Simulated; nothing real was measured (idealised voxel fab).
Herein follows the process module entitled voxel released beams.
Xsec cut, 205 nm wide, square cell size 5 nm.
Notation: cross-section as square-cell grid; stated in bands, top first, going down; one or more cell rows per band.
Heights first: top, then bottom, in nm. Then materials, left to right, each with a width in nm. "full width" on a single material: fills the band edge to edge. "empty": empty space.
Note: height 0 marks the level under which the wafer is uniformly one material as received. Lowest band unbounded below, written "0 down".
Note: "30->40" means the width goes from the first number (top row of the band) to the second number (bottom row) in equal steps per row of cells.
Take "remained unchanged" at face value: in the step it is given for, the cross-section changed in none of its cells.
"Unvented cavities" lists enclosed empty spaces (at least 8 cells, no open path upward to the top), each as width x height at distance from the left edge, in nm.
Read whatever lies past the settings on a step's line as the simulator's own remark about the step.
"overlay nm" answers the question of how far to the right of plan the mask lay on a step that has a mask, and when it is negative the answer is to the left.
-- These are the steps we planned for the process
| 1 | op RECEIVE | material Si |
| 2 | op CONFORMAL_DEP | material SiN | thk nm 5 |
| 3 | op DIRECTIONAL_DEP | material SiO2 | thk nm 20 |
| 4 | op MASKED_ETCH | tone open | mask id ANCHOR | width nm 25 | etch materials SiO2 | depth nm 20 | overlay nm 0 |
| 5 | op CONFORMAL_DEP | material polySi | thk nm 10 |
| 6 | op PATTERN | tone cover | mask id BEAM | material resist | width nm 80 | thk nm 20 | overlay nm 0 |
| 7 | op DIRECTIONAL_ETCH | etch materials polySi | depth nm 10 |
| 8 | op STRIP | etch materials resist |
| 9 | op STRIP | etch materials SiO2 |
-- As received (post step 1): cross-section
0 down | Si full width
Unvented cavities: none
-- Final cross-section, module run with one mistake (start and plan as above)
35 to 25 | empty (65) | polySi (10) | empty (5) | polySi (65) | empty (60)
25 to 15 | empty (65) | polySi (10) | empty (5) | polySi (10) | empty (115)
15 to 5 | empty (65) | polySi (25) | empty (115)
5 to 0 | SiN full width
0 down | Si full width
Unvented cavities: none
Deviation noted in wafer processing: so step 6 ended up running with a different setting than we planned, it ran as op PATTERN | tone cover | mask id BEAM | material resist | width nm 80 | thk nm 20 | overlay nm 5
